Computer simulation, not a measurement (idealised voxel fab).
A process module follows: voxel wiring stack.
Displayed cross-section: cut, width of 195 nm, square cells sized 5 nm.
Bands, listed from the top down, are how a cross-section gets written in this document; the cross-section itself is a grid of square cells, and a band is one or more rows of them.
Band: top height; bottom height; in nm. Then, left to right: material with width in nm, for each material. "throughout": a single material spanning edge to edge. "blank": empty space.
We count height from 0. Below that, the starting wafer is all one material. The lowest band never ends at the bottom but goes on down; see "from 0 down" for how that is written.
Graded width ("30..40"): value in top row of band = first number; value in bottom row = second number; row-to-row change constant.
Basically "nothing changed" means that step didn't change any cell in the cross-section.
In "Cavities, closed" the enclosed voids are listed, meaning empty spaces of 8 cells or larger without any opening to the top. The form is width x height at distance, distance from the left edge, units nm.
Past the settings on a step's line: simulator remark, on that step.
overlay nm: mask right of planned place by this much (step with mask). Neg. = left.
Reading guide: pairs of cross-sections, before and after one process step; after view cut off at lowest changed band; step and settings listed under each pair. Pairs may stem from different runs of this module on the same starting wafer; continuity with the pair above only where the "Pre-processing view" entry states it.
### Pre-processing view
from 95 to 85: 40 aC / 25 blank / 20 aC / 25 blank / 20 aC / 25 blank / 40 aC
from 85 to 80: 40 SiO2 / 25 blank / 20 SiO2 / 25 blank / 20 SiO2 / 25 blank / 40 SiO2
from 80 to 70: 40 SiO2 / 15 blank / 10 aC / 20 SiO2 / 25 aC / 20 SiO2 / 15 blank / 10 aC / 40 SiO2
from 70 to 55: SiO2 throughout
from 55 to 50: SiCN throughout
from 50 to 45: 35 SiCN / 35 Ru / 10 SiCN / 35 Ru / 10 SiCN / 35 Ru / 35 SiCN
from 45 to 40: 40 SiN / 25 TiN / 20 SiN / 25 TiN / 20 SiN / 25 TiN / 40 SiN
from 40 to 0: SiO2 throughout
from 0 down: Si throughout
Cavities, closed: none
### Resulting Cross-Section
from 95 to 85: 40 aC / 25 blank / 20 aC / 25 blank / 20 aC / 25 blank / 40 aC
from 85 to 80: 40 SiO2 / 25 blank / 20 SiO2 / 25 blank / 20 SiO2 / 25 blank / 40 SiO2
from 80 to 70: 40 SiO2 / 15 blank / 10 aC / 20 SiO2 / 25 aC / 20 SiO2 / 15 blank / 10 aC / 40 SiO2
from 70 to 55: 40 SiO2 / 15 blank / 75 SiO2 / 15 blank / 50 SiO2
Under the height 55 nothing was changed.
Cavities, closed: none
The cross-sections above show the structure before and after this step: DIRECTIONAL_ETCH [etch materials SiO2] [depth nm 15]
Pre-processing view: no separate figure, the pair right above already shows it after its step.
### Resulting Cross-Section
from 95 to 85: 40 aC / 25 blank / 20 aC / 25 blank / 20 aC / 25 blank / 40 aC
from 85 to 80: 40 SiO2 / 25 blank / 20 SiO2 / 25 blank / 20 SiO2 / 25 blank / 40 SiO2
from 80 to 70: 40 SiO2 / 15 blank / 10 aC / 20 SiO2 / 25 aC / 20 SiO2 / 15 blank / 10 aC / 40 SiO2
from 70 to 55: 40 SiO2 / 15 blank / 75 SiO2 / 15 blank / 50 SiO2
from 55 to 50: 40 SiCN / 15 blank / 75 SiCN / 15 blank / 50 SiCN
Under the height 50 nothing was changed.
Cavities, closed: none
The cross-sections above show the structure before and after this step: DIRECTIONAL_ETCH [etch materials SiCN] [depth nm 5]
Pre-processing view: no separate figure, the pair right above already shows it after its step.
### Resulting Cross-Section
from 85 to 70: 40 SiO2 / 25 blank / 20 SiO2 / 25 blank / 20 SiO2 / 25 blank / 40 SiO2
Under the height 70 nothing was changed.
Cavities, closed: none
The cross-sections above show the structure before and after this step: STRIP [etch materials aC]
Pre-processing view: no separate figure, the pair right above already shows it after its step.
### Resulting Cross-Section
from 90 to 85: 45 TiN / 15 blank / 30 TiN / 15 blank / 30 TiN / 15 blank / 45 TiN
from 85 to 75: 40 SiO2 / 5 TiN / 15 blank / 5 TiN / 20 SiO2 / 5 TiN / 15 blank / 5 TiN / 20 SiO2 / 5 TiN / 15 blank / 5 TiN / 40 SiO2
from 75 to 70: 40 SiO2 / 5 TiN / 5 blank / 15 TiN / 20 SiO2 / 25 TiN / 20 SiO2 / 5 TiN / 5 blank / 15 TiN / 40 SiO2
from 70 to 55: 40 SiO2 / 5 TiN / 5 blank / 5 TiN / 75 SiO2 / 5 TiN / 5 blank / 5 TiN / 50 SiO2
from 55 to 50: 40 SiCN / 15 TiN / 75 SiCN / 15 TiN / 50 SiCN
Under the height 50 nothing was changed.
Cavities, closed: none
The cross-sections above show the structure before and after this step: CONFORMAL_DEP [material TiN] [thk nm 5]
Pre-processing view: no separate figure, the pair right above already shows it after its step.
### Resulting Cross-Section
from 95 to 90: Cu throughout
from 90 to 85: 45 TiN / 15 Cu / 30 TiN / 15 Cu / 30 TiN / 15 Cu / 45 TiN
from 85 to 75: 40 SiO2 / 5 TiN / 15 Cu / 5 TiN / 20 SiO2 / 5 TiN / 15 Cu / 5 TiN / 20 SiO2 / 5 TiN / 15 Cu / 5 TiN / 40 SiO2
from 75 to 70: 40 SiO2 / 5 TiN / 5 Cu / 15 TiN / 20 SiO2 / 25 TiN / 20 SiO2 / 5 TiN / 5 Cu / 15 TiN / 40 SiO2
from 70 to 55: 40 SiO2 / 5 TiN / 5 Cu / 5 TiN / 75 SiO2 / 5 TiN / 5 Cu / 5 TiN / 50 SiO2
Under the height 55 nothing was changed.
Cavities, closed: none
The cross-sections above show the structure before and after this step: FILL_DEP [material Cu] [thk nm 5]
Pre-processing view: no separate figure, the pair right above already shows it after its step.
### Resulting Cross-Section
from 85 to 75: 40 SiO2 / 5 TiN / 15 Cu / 5 TiN / 20 SiO2 / 5 TiN / 15 Cu / 5 TiN / 20 SiO2 / 5 TiN / 15 Cu / 5 TiN / 40 SiO2
Under the height 75 nothing was changed.
Cavities, closed: none
The cross-sections above show the structure before and after this step: CMP [height nm 85]
Pre-processing view: no separate figure, the pair right above already shows it after its step.
### Resulting Cross-Section
from 90 to 85: SiCN throughout
Under the height 85 nothing was changed.
Cavities, closed: none
The cross-sections above show the structure before and after this step: CONFORMAL_DEP [material SiCN] [thk nm 5]
Pre-processing view: no separate figure, the pair right above already shows it after its step.
### Resulting Cross-Section
from 100 to 90: lowk throughout
Under the height 90 nothing was changed.
Cavities, closed: none
The cross-sections above show the structure before and after this step: DIRECTIONAL_DEP [material lowk] [thk nm 10]
Pre-processing view: no separate figure, the pair right above already shows it after its step.
### Resulting Cross-Section
from 115 to 100: aC throughout
Under the height 100 nothing was changed.
Cavities, closed: none
The cross-sections above show the structure before and after this step: DIRECTIONAL_DEP [material aC] [thk nm 15]
Pre-processing view: no separate figure, the pair right above already shows it after its step.
### Resulting Cross-Section
from 145 to 115: 40 resist / 15 blank / 30 resist / 15 blank / 30 resist / 15 blank / 50 resist
Under the height 115 nothing was changed.
Cavities, closed: none
The cross-sections above show the structure before and after this step: PATTERN [tone open] [mask id PLUG_2] [material resist] [width nm 15] [pitch nm 45] [thk nm 30] [overlay nm 0]
Pre-processing view: no separate figure, the pair right above already shows it after its step.
### Resulting Cross-Section
from 130 to 115: 40 resist / 15 blank / 30 resist / 15 blank / 30 resist / 15 blank / 50 resist
from 115 to 100: 40 aC / 15 blank / 30 aC / 15 blank / 30 aC / 15 blank / 50 aC
Under the height 100 nothing was changed.
Cavities, closed: none
The cross-sections above show the structure before and after this step: DIRECTIONAL_ETCH [etch materials aC] [depth nm 15]
Pre-processing view: no separate figure, the pair right above already shows it after its step.
### Resulting Cross-Section
from 115 to 100: 40 aC / 15 blank / 30 aC / 15 blank / 30 aC / 15 blank / 50 aC
Under the height 100 nothing was changed.
Cavities, closed: none
The cross-sections above show the structure before and after this step: STRIP [etch materials resist]
Pre-processing view: no separate figure, the pair right above already shows it after its step.
### Resulting Cross-Section
from 115 to 100: 40 aC / 15 blank / 30 aC / 15 blank / 30 aC / 15 blank / 50 aC
from 100 to 90: 40 lowk / 15 blank / 30 lowk / 15 blank / 30 lowk / 15 blank / 50 lowk
Under the height 90 nothing was changed.
Cavities, closed: none
The cross-sections above show the structure before and after this step: DIRECTIONAL_ETCH [etch materials lowk] [depth nm 10]
Pre-processing view: no separate figure, the pair right above already shows it after its step.
### Resulting Cross-Section
from 115 to 100: 40 aC / 15 blank / 30 aC / 15 blank / 30 aC / 15 blank / 50 aC
from 100 to 90: 40 lowk / 15 blank / 30 lowk / 15 blank / 30 lowk / 15 blank / 50 lowk
from 90 to 85: 40 SiCN / 15 blank / 30 SiCN / 15 blank / 30 SiCN / 15 blank / 50 SiCN
Under the height 85 nothing was changed.
Cavities, closed: none
The cross-sections above show the structure before and after this step: DIRECTIONAL_ETCH [etch materials SiCN] [depth nm 5]
Pre-processing view: no separate figure, the pair right above already shows it after its step.
### Resulting Cross-Section
from 100 to 90: 40 lowk / 15 blank / 30 lowk / 15 blank / 30 lowk / 15 blank / 50 lowk
Under the height 90 nothing was changed.
Cavities, closed: none
The cross-sections above show the structure before and after this step: STRIP [etch materials aC]
Pre-processing view: no separate figure, the pair right above already shows it after its step.
### Resulting Cross-Section
from 105 to 100: 45 TiN / 5 blank / 40 TiN / 5 blank / 40 TiN / 5 blank / 55 TiN
from 100 to 90: 40 lowk / 5 TiN / 5 blank / 5 TiN / 30 lowk / 5 TiN / 5 blank / 5 TiN / 30 lowk / 5 TiN / 5 blank / 5 TiN / 50 lowk
from 90 to 85: 40 SiCN / 15 TiN / 30 SiCN / 15 TiN / 30 SiCN / 15 TiN / 50 SiCN
Under the height 85 nothing was changed.
Cavities, closed: none
The cross-sections above show the structure before and after this step: CONFORMAL_DEP [material TiN] [thk nm 5]
Pre-processing view: no separate figure, the pair right above already shows it after its step.
### Resulting Cross-Section
from 115 to 105: Ru throughout
from 105 to 100: 45 TiN / 5 Ru / 40 TiN / 5 Ru / 40 TiN / 5 Ru / 55 TiN
from 100 to 90: 40 lowk / 5 TiN / 5 Ru / 5 TiN / 30 lowk / 5 TiN / 5 Ru / 5 TiN / 30 lowk / 5 TiN / 5 Ru / 5 TiN / 50 lowk
Under the height 90 nothing was changed.
Cavities, closed: none
The cross-sections above show the structure before and after this step: FILL_DEP [material Ru] [thk nm 10]
Pre-processing view: no separate figure, the pair right above already shows it after its step.
### Resulting Cross-Section
from 100 to 90: 40 lowk / 5 TiN / 5 Ru / 5 TiN / 30 lowk / 5 TiN / 5 Ru / 5 TiN / 30 lowk / 5 TiN / 5 Ru / 5 TiN / 50 lowk
Under the height 90 nothing was changed.
Cavities, closed: none
The cross-sections above show the structure before and after this step: CMP [height nm 100]
Pre-processing view: no separate figure, the pair right above already shows it after its step.
### Resulting Cross-Section
from 105 to 100: TiN throughout
Under the height 100 nothing was changed.
Cavities, closed: none
The cross-sections above show the structure before and after this step: DIRECTIONAL_DEP [material TiN] [thk nm 5]
Pre-processing view: no separate figure, the pair right above already shows it after its step.
### Resulting Cross-Section
from 120 to 105: W throughout
Under the height 105 nothing was changed.
Cavities, closed: none
The cross-sections above show the structure before and after this step: DIRECTIONAL_DEP [material W] [thk nm 15]
Pre-processing view: no separate figure, the pair right above already shows it after its step.
### Resulting Cross-Section
from 120 to 105: 40 blank / 25 W / 20 blank / 25 W / 20 blank / 25 W / 40 blank
Under the height 105 nothing was changed.
Cavities, closed: none
The cross-sections above show the structure before and after this step: MASKED_ETCH [tone cover] [mask id METAL_3] [width nm 25] [pitch nm 45] [etch materials W] [depth nm 15] [overlay nm 0]
Pre-processing view: no separate figure, the pair right above already shows it after its step.
### Resulting Cross-Section
from 120 to 105: 40 blank / 25 W / 20 blank / 25 W / 20 blank / 25 W / 40 blank
from 105 to 100: 40 blank / 25 TiN / 20 blank / 25 TiN / 20 blank / 25 TiN / 40 blank
Under the height 100 nothing was changed.
Cavities, closed: none
The cross-sections above show the structure before and after this step: MASKED_ETCH [tone cover] [mask id METAL_3] [width nm 25] [pitch nm 45] [etch materials TiN] [depth nm 5] [overlay nm 0]
Pre-processing view: no separate figure, the pair right above already shows it after its step.
### Resulting Cross-Section
from 125 to 120: 35 blank / 35 SiN / 10 blank / 35 SiN / 10 blank / 35 SiN / 35 blank
from 120 to 105: 35 blank / 5 SiN / 25 W / 5 SiN / 10 blank / 5 SiN / 25 W / 5 SiN / 10 blank / 5 SiN / 25 W / 5 SiN / 35 blank
from 105 to 100: 40 SiN / 25 TiN / 20 SiN / 25 TiN / 20 SiN / 25 TiN / 40 SiN
Under the height 100 nothing was changed.
Cavities, closed: none
The cross-sections above show the structure before and after this step: CONFORMAL_DEP [material SiN] [thk nm 5]
Pre-processing view: no separate figure, the pair right above already shows it after its step.
### Resulting Cross-Section
from 130 to 125: lowk throughout
from 125 to 120: 35 lowk / 35 SiN / 10 lowk / 35 SiN / 10 lowk / 35 SiN / 35 lowk
from 120 to 105: 35 lowk / 5 SiN / 25 W / 5 SiN / 10 lowk / 5 SiN / 25 W / 5 SiN / 10 lowk / 5 SiN / 25 W / 5 SiN / 35 lowk
Under the height 105 nothing was changed.
Cavities, closed: none
The cross-sections above show the structure before and after this step: FILL_DEP [material lowk] [thk nm 5]
Pre-processing view: no separate figure, the pair right above already shows it after its step.
### Resulting Cross-Section
from 120 to 105: 35 lowk / 5 SiN / 25 W / 5 SiN / 10 lowk / 5 SiN / 25 W / 5 SiN / 10 lowk / 5 SiN / 25 W / 5 SiN / 35 lowk
Under the height 105 nothing was changed.
Cavities, closed: none
The cross-sections above show the structure before and after this step: CMP [height nm 120]
Pre-processing view: no separate figure, the pair right above already shows it after its step.
### Resulting Cross-Section
from 125 to 120: SiN throughout
Under the height 120 nothing was changed.
Cavities, closed: none
The cross-sections above show the structure before and after this step: CONFORMAL_DEP [material SiN] [thk nm 5]
### Pre-processing view
from 115 to 105: Ru throughout
from 105 to 100: 45 TiN / 5 Ru / 40 TiN / 5 Ru / 40 TiN / 5 Ru / 55 TiN
from 100 to 90: 40 lowk / 5 TiN / 5 Ru / 5 TiN / 30 lowk / 5 TiN / 5 Ru / 5 TiN / 30 lowk / 5 TiN / 5 Ru / 5 TiN / 50 lowk
from 90 to 85: 40 SiCN / 15 TiN / 30 SiCN / 15 TiN / 30 SiCN / 15 TiN / 50 SiCN
from 85 to 75: 40 SiO2 / 5 TiN / 15 Cu / 5 TiN / 20 SiO2 / 5 TiN / 15 Cu / 5 TiN / 20 SiO2 / 5 TiN / 15 Cu / 5 TiN / 40 SiO2
from 75 to 70: 40 SiO2 / 5 TiN / 5 Cu / 15 TiN / 20 SiO2 / 25 TiN / 20 SiO2 / 5 TiN / 5 Cu / 15 TiN / 40 SiO2
from 70 to 55: 40 SiO2 / 5 TiN / 5 Cu / 5 TiN / 75 SiO2 / 5 TiN / 5 Cu / 5 TiN / 50 SiO2
from 55 to 50: 40 SiCN / 15 TiN / 75 SiCN / 15 TiN / 50 SiCN
from 50 to 45: 35 SiCN / 35 Ru / 10 SiCN / 35 Ru / 10 SiCN / 35 Ru / 35 SiCN
from 45 to 20: 40 SiO2 / 5 TiN / 15 Ru / 5 TiN / 20 SiO2 / 5 TiN / 15 Ru / 5 TiN / 20 SiO2 / 5 TiN / 15 Ru / 5 TiN / 40 SiO2
from 20 to 15: 40 SiN / 25 TiN / 20 SiN / 25 TiN / 20 SiN / 25 TiN / 40 SiN
from 15 to 0: SiO2 throughout
from 0 down: Si throughout
Cavities, closed: none
### Resulting Cross-Section
from 90 to 85: 40 SiCN / 15 TiN / 30 SiCN / 15 TiN / 30 SiCN / 15 TiN / 50 SiCN
Under the height 85 nothing was changed.
Cavities, closed: none
The cross-sections above show the structure before and after this step: CMP [height nm 90]
Pre-processing view: no separate figure, the pair right above already shows it after its step.
### Resulting Cross-Section
from 95 to 90: TiN throughout
Under the height 90 nothing was changed.
Cavities, closed: none
The cross-sections above show the structure before and after this step: DIRECTIONAL_DEP [material TiN] [thk nm 5]
Pre-processing view: no separate figure, the pair right above already shows it after its step.
### Resulting Cross-Section
from 110 to 95: W throughout
Under the height 95 nothing was changed.
Cavities, closed: none
The cross-sections above show the structure before and after this step: DIRECTIONAL_DEP [material W] [thk nm 15]
Pre-processing view: no separate figure, the pair right above already shows it after its step.
### Resulting Cross-Section
from 110 to 95: 40 blank / 25 W / 20 blank / 25 W / 20 blank / 25 W / 40 blank
Under the height 95 nothing was changed.
Cavities, closed: none
The cross-sections above show the structure before and after this step: MASKED_ETCH [tone cover] [mask id METAL_3] [width nm 25] [pitch nm 45] [etch materials W] [depth nm 15] [overlay nm 0]
Pre-processing view: no separate figure, the pair right above already shows it after its step.
### Resulting Cross-Section
from 110 to 95: 40 blank / 25 W / 20 blank / 25 W / 20 blank / 25 W / 40 blank
from 95 to 90: 40 blank / 25 TiN / 20 blank / 25 TiN / 20 blank / 25 TiN / 40 blank
Under the height 90 nothing was changed.
Cavities, closed: none
The cross-sections above show the structure before and after this step: MASKED_ETCH [tone cover] [mask id METAL_3] [width nm 25] [pitch nm 45] [etch materials TiN] [depth nm 5] [overlay nm 0]
Pre-processing view: no separate figure, the pair right above already shows it after its step.
### Resulting Cross-Section
from 115 to 110: 35 blank / 35 SiN / 10 blank / 35 SiN / 10 blank / 35 SiN / 35 blank
from 110 to 95: 35 blank / 5 SiN / 25 W / 5 SiN / 10 blank / 5 SiN / 25 W / 5 SiN / 10 blank / 5 SiN / 25 W / 5 SiN / 35 blank
from 95 to 90: 40 SiN / 25 TiN / 20 SiN / 25 TiN / 20 SiN / 25 TiN / 40 SiN
Under the height 90 nothing was changed.
Cavities, closed: none
The cross-sections above show the structure before and after this step: CONFORMAL_DEP [material SiN] [thk nm 5]
Pre-processing view: no separate figure, the pair right above already shows it after its step.
### Resulting Cross-Section
from 120 to 115: lowk throughout
from 115 to 110: 35 lowk / 35 SiN / 10 lowk / 35 SiN / 10 lowk / 35 SiN / 35 lowk
from 110 to 95: 35 lowk / 5 SiN / 25 W / 5 SiN / 10 lowk / 5 SiN / 25 W / 5 SiN / 10 lowk / 5 SiN / 25 W / 5 SiN / 35 lowk
Under the height 95 nothing was changed.
Cavities, closed: none
The cross-sections above show the structure before and after this step: FILL_DEP [material lowk] [thk nm 5]
Pre-processing view: no separate figure, the pair right above already shows it after its step.
### Resulting Cross-Section
from 125 to 120: SiN throughout
Under the height 120 nothing was changed.
Cavities, closed: none
The cross-sections above show the structure before and after this step: CONFORMAL_DEP [material SiN] [thk nm 5]
### Pre-processing view
from 100 to 85: aC throughout
from 85 to 55: SiO2 throughout
from 55 to 50: SiCN throughout
from 50 to 45: 35 SiCN / 35 Ru / 10 SiCN / 35 Ru / 10 SiCN / 35 Ru / 35 SiCN
from 45 to 20: 40 SiO2 / 5 TiN / 15 Ru / 5 TiN / 20 SiO2 / 5 TiN / 15 Ru / 5 TiN / 20 SiO2 / 5 TiN / 15 Ru / 5 TiN / 40 SiO2
from 20 to 15: 40 SiN / 25 TiN / 20 SiN / 25 TiN / 20 SiN / 25 TiN / 40 SiN
from 15 to 0: SiO2 throughout
from 0 down: Si throughout
Cavities, closed: none
### Resulting Cross-Section
from 130 to 100: 40 resist / 30 blank / 15 resist / 30 blank / 15 resist / 30 blank / 35 resist
Under the height 100 nothing was changed.
Cavities, closed: none
The cross-sections above show the structure before and after this step: PATTERN [tone open] [mask id METAL_2] [material resist] [width nm 30] [pitch nm 45] [thk nm 30] [overlay nm 0]
Pre-processing view: no separate figure, the pair right above already shows it after its step.
### Resulting Cross-Section
from 115 to 100: 40 resist / 30 blank / 15 resist / 30 blank / 15 resist / 30 blank / 35 resist
from 100 to 85: 40 aC / 30 blank / 15 aC / 30 blank / 15 aC / 30 blank / 35 aC
Under the height 85 nothing was changed.
Cavities, closed: none
The cross-sections above show the structure before and after this step: DIRECTIONAL_ETCH [etch materials aC] [depth nm 15]
Pre-processing view: no separate figure, the pair right above already shows it after its step.
### Resulting Cross-Section
from 100 to 85: 40 aC / 30 blank / 15 aC / 30 blank / 15 aC / 30 blank / 35 aC
Under the height 85 nothing was changed.
Cavities, closed: none
The cross-sections above show the structure before and after this step: STRIP [etch materials resist]
Pre-processing view: no separate figure, the pair right above already shows it after its step.
### Resulting Cross-Section
from 100 to 85: 40 aC / 30 blank / 15 aC / 30 blank / 15 aC / 30 blank / 35 aC
from 85 to 70: 40 SiO2 / 30 blank / 15 SiO2 / 30 blank / 15 SiO2 / 30 blank / 35 SiO2
Under the height 70 nothing was changed.
Cavities, closed: none
The cross-sections above show the structure before and after this step: DIRECTIONAL_ETCH [etch materials SiO2] [depth nm 15]
Pre-processing view: no separate figure, the pair right above already shows it after its step.
### Resulting Cross-Section
from 85 to 70: 40 SiO2 / 30 blank / 15 SiO2 / 30 blank / 15 SiO2 / 30 blank / 35 SiO2
Under the height 70 nothing was changed.
Cavities, closed: none
The cross-sections above show the structure before and after this step: STRIP [etch materials aC]
Pre-processing view: no separate figure, the pair right above already shows it after its step.
### Resulting Cross-Section
from 95 to 85: 40 aC / 30 blank / 15 aC / 30 blank / 15 aC / 30 blank / 35 aC
from 85 to 80: 40 SiO2 / 30 blank / 15 SiO2 / 30 blank / 15 SiO2 / 30 blank / 35 SiO2
from 80 to 70: 40 SiO2 / 30 aC / 15 SiO2 / 30 aC / 15 SiO2 / 30 aC / 35 SiO2
Under the height 70 nothing was changed.
Cavities, closed: none
The cross-sections above show the structure before and after this step: DIRECTIONAL_DEP [material aC] [thk nm 10]
Pre-processing view: no separate figure, the pair right above already shows it after its step.
### Resulting Cross-Section
from 125 to 95: 40 resist / 15 blank / 75 resist / 15 blank / 50 resist
from 95 to 85: 40 aC / 15 blank / 15 resist / 15 aC / 30 resist / 15 aC / 15 blank / 15 resist / 35 aC
from 85 to 80: 40 SiO2 / 15 blank / 15 resist / 15 SiO2 / 30 resist / 15 SiO2 / 15 blank / 15 resist / 35 SiO2
Under the height 80 nothing was changed.
Cavities, closed: none
The cross-sections above show the structure before and after this step: PATTERN [tone open] [mask id METAL_2_HOLES] [material resist] [width nm 15] [pitch nm 90] [thk nm 30] [overlay nm 0]
Pre-processing view: no separate figure, the pair right above already shows it after its step.
### Resulting Cross-Section
from 115 to 95: 40 resist / 15 blank / 75 resist / 15 blank / 50 resist
from 95 to 85: 40 aC / 15 blank / 15 resist / 15 aC / 30 resist / 15 aC / 15 blank / 15 resist / 35 aC
from 85 to 80: 40 SiO2 / 15 blank / 15 resist / 15 SiO2 / 30 resist / 15 SiO2 / 15 blank / 15 resist / 35 SiO2
from 80 to 70: 40 SiO2 / 15 blank / 15 aC / 15 SiO2 / 30 aC / 15 SiO2 / 15 blank / 15 aC / 35 SiO2
Under the height 70 nothing was changed.
Cavities, closed: none
The cross-sections above show the structure before and after this step: DIRECTIONAL_ETCH [etch materials aC] [depth nm 10]
Pre-processing view: no separate figure, the pair right above already shows it after its step.
### Resulting Cross-Section
from 95 to 85: 40 aC / 30 blank / 15 aC / 30 blank / 15 aC / 30 blank / 35 aC
from 85 to 80: 40 SiO2 / 30 blank / 15 SiO2 / 30 blank / 15 SiO2 / 30 blank / 35 SiO2
Under the height 80 nothing was changed.
Cavities, closed: none
The cross-sections above show the structure before and after this step: STRIP [etch materials resist]
Pre-processing view: no separate figure, the pair right above already shows it after its step.
### Resulting Cross-Section
from 95 to 85: 40 aC / 30 blank / 15 aC / 30 blank / 15 aC / 30 blank / 35 aC
from 85 to 80: 40 SiO2 / 30 blank / 15 SiO2 / 30 blank / 15 SiO2 / 30 blank / 35 SiO2
from 80 to 70: 40 SiO2 / 15 blank / 15 aC / 15 SiO2 / 30 aC / 15 SiO2 / 15 blank / 15 aC / 35 SiO2
from 70 to 55: 40 SiO2 / 15 blank / 75 SiO2 / 15 blank / 50 SiO2
Under the height 55 nothing was changed.
Cavities, closed: none
The cross-sections above show the structure before and after this step: DIRECTIONAL_ETCH [etch materials SiO2] [depth nm 15]
Pre-processing view: no separate figure, the pair right above already shows it after its step.
### Resulting Cross-Section
from 95 to 85: 40 aC / 30 blank / 15 aC / 30 blank / 15 aC / 30 blank / 35 aC
from 85 to 80: 40 SiO2 / 30 blank / 15 SiO2 / 30 blank / 15 SiO2 / 30 blank / 35 SiO2
from 80 to 70: 40 SiO2 / 15 blank / 15 aC / 15 SiO2 / 30 aC / 15 SiO2 / 15 blank / 15 aC / 35 SiO2
from 70 to 55: 40 SiO2 / 15 blank / 75 SiO2 / 15 blank / 50 SiO2
from 55 to 50: 40 SiCN / 15 blank / 75 SiCN / 15 blank / 50 SiCN
Under the height 50 nothing was changed.
Cavities, closed: none
The cross-sections above show the structure before and after this step: DIRECTIONAL_ETCH [etch materials SiCN] [depth nm 5]
Pre-processing view: no separate figure, the pair right above already shows it after its step.
### Resulting Cross-Section
from 85 to 70: 40 SiO2 / 30 blank / 15 SiO2 / 30 blank / 15 SiO2 / 30 blank / 35 SiO2
Under the height 70 nothing was changed.
Cavities, closed: none
The cross-sections above show the structure before and after this step: STRIP [etch materials aC]
Pre-processing view: no separate figure, the pair right above already shows it after its step.
### Resulting Cross-Section
from 90 to 85: 45 TiN / 20 blank / 25 TiN / 20 blank / 25 TiN / 20 blank / 40 TiN
from 85 to 75: 40 SiO2 / 5 TiN / 20 blank / 5 TiN / 15 SiO2 / 5 TiN / 20 blank / 5 TiN / 15 SiO2 / 5 TiN / 20 blank / 5 TiN / 35 SiO2
from 75 to 70: 40 SiO2 / 5 TiN / 5 blank / 20 TiN / 15 SiO2 / 30 TiN / 15 SiO2 / 5 TiN / 5 blank / 20 TiN / 35 SiO2
from 70 to 55: 40 SiO2 / 5 TiN / 5 blank / 5 TiN / 75 SiO2 / 5 TiN / 5 blank / 5 TiN / 50 SiO2
from 55 to 50: 40 SiCN / 15 TiN / 75 SiCN / 15 TiN / 50 SiCN
Under the height 50 nothing was changed.
Cavities, closed: none
The cross-sections above show the structure before and after this step: CONFORMAL_DEP [material TiN] [thk nm 5]
Pre-processing view: no separate figure, the pair right above already shows it after its step.
### Resulting Cross-Section
from 95 to 90: Cu throughout
from 90 to 85: 45 TiN / 20 Cu / 25 TiN / 20 Cu / 25 TiN / 20 Cu / 40 TiN
from 85 to 75: 40 SiO2 / 5 TiN / 20 Cu / 5 TiN / 15 SiO2 / 5 TiN / 20 Cu / 5 TiN / 15 SiO2 / 5 TiN / 20 Cu / 5 TiN / 35 SiO2
from 75 to 70: 40 SiO2 / 5 TiN / 5 Cu / 20 TiN / 15 SiO2 / 30 TiN / 15 SiO2 / 5 TiN / 5 Cu / 20 TiN / 35 SiO2
from 70 to 55: 40 SiO2 / 5 TiN / 5 Cu / 5 TiN / 75 SiO2 / 5 TiN / 5 Cu / 5 TiN / 50 SiO2
Under the height 55 nothing was changed.
Cavities, closed: none
The cross-sections above show the structure before and after this step: FILL_DEP [material Cu] [thk nm 5]
Pre-processing view: no separate figure, the pair right above already shows it after its step.
### Resulting Cross-Section
from 85 to 75: 40 SiO2 / 5 TiN / 20 Cu / 5 TiN / 15 SiO2 / 5 TiN / 20 Cu / 5 TiN / 15 SiO2 / 5 TiN / 20 Cu / 5 TiN / 35 SiO2
Under the height 75 nothing was changed.
Cavities, closed: none
The cross-sections above show the structure before and after this step: CMP [height nm 85]
Pre-processing view: no separate figure, the pair right above already shows it after its step.
### Resulting Cross-Section
from 90 to 85: SiCN throughout
Under the height 85 nothing was changed.
Cavities, closed: none
The cross-sections above show the structure before and after this step: CONFORMAL_DEP [material SiCN] [thk nm 5]
Pre-processing view: no separate figure, the pair right above already shows it after its step.
### Resulting Cross-Section
from 100 to 90: lowk throughout
Under the height 90 nothing was changed.
Cavities, closed: none
The cross-sections above show the structure before and after this step: DIRECTIONAL_DEP [material lowk] [thk nm 10]
Pre-processing view: no separate figure, the pair right above already shows it after its step.
### Resulting Cross-Section
from 115 to 100: aC throughout
Under the height 100 nothing was changed.
Cavities, closed: none
The cross-sections above show the structure before and after this step: DIRECTIONAL_DEP [material aC] [thk nm 15]
Pre-processing view: no separate figure, the pair right above already shows it after its step.
### Resulting Cross-Section
from 145 to 115: 40 resist / 15 blank / 30 resist / 15 blank / 30 resist / 15 blank / 50 resist
Under the height 115 nothing was changed.
Cavities, closed: none
The cross-sections above show the structure before and after this step: PATTERN [tone open] [mask id PLUG_2] [material resist] [width nm 15] [pitch nm 45] [thk nm 30] [overlay nm 0]
Pre-processing view: no separate figure, the pair right above already shows it after its step.
### Resulting Cross-Section
from 130 to 115: 40 resist / 15 blank / 30 resist / 15 blank / 30 resist / 15 blank / 50 resist
from 115 to 100: 40 aC / 15 blank / 30 aC / 15 blank / 30 aC / 15 blank / 50 aC
Under the height 100 nothing was changed.
Cavities, closed: none
The cross-sections above show the structure before and after this step: DIRECTIONAL_ETCH [etch materials aC] [depth nm 15]
Pre-processing view: no separate figure, the pair right above already shows it after its step.
### Resulting Cross-Section
from 115 to 100: 40 aC / 15 blank / 30 aC / 15 blank / 30 aC / 15 blank / 50 aC
Under the height 100 nothing was changed.
Cavities, closed: none
The cross-sections above show the structure before and after this step: STRIP [etch materials resist]
Pre-processing view: no separate figure, the pair right above already shows it after its step.
### Resulting Cross-Section
from 115 to 100: 40 aC / 15 blank / 30 aC / 15 blank / 30 aC / 15 blank / 50 aC
from 100 to 90: 40 lowk / 15 blank / 30 lowk / 15 blank / 30 lowk / 15 blank / 50 lowk
Under the height 90 nothing was changed.
Cavities, closed: none
The cross-sections above show the structure before and after this step: DIRECTIONAL_ETCH [etch materials lowk] [depth nm 10]
Pre-processing view: no separate figure, the pair right above already shows it after its step.
### Resulting Cross-Section
from 115 to 100: 40 aC / 15 blank / 30 aC / 15 blank / 30 aC / 15 blank / 50 aC
from 100 to 90: 40 lowk / 15 blank / 30 lowk / 15 blank / 30 lowk / 15 blank / 50 lowk
from 90 to 85: 40 SiCN / 15 blank / 30 SiCN / 15 blank / 30 SiCN / 15 blank / 50 SiCN
Under the height 85 nothing was changed.
Cavities, closed: none
The cross-sections above show the structure before and after this step: DIRECTIONAL_ETCH [etch materials SiCN] [depth nm 5]
Pre-processing view: no separate figure, the pair right above already shows it after its step.
### Resulting Cross-Section
from 100 to 90: 40 lowk / 15 blank / 30 lowk / 15 blank / 30 lowk / 15 blank / 50 lowk
Under the height 90 nothing was changed.
Cavities, closed: none
The cross-sections above show the structure before and after this step: STRIP [etch materials aC]
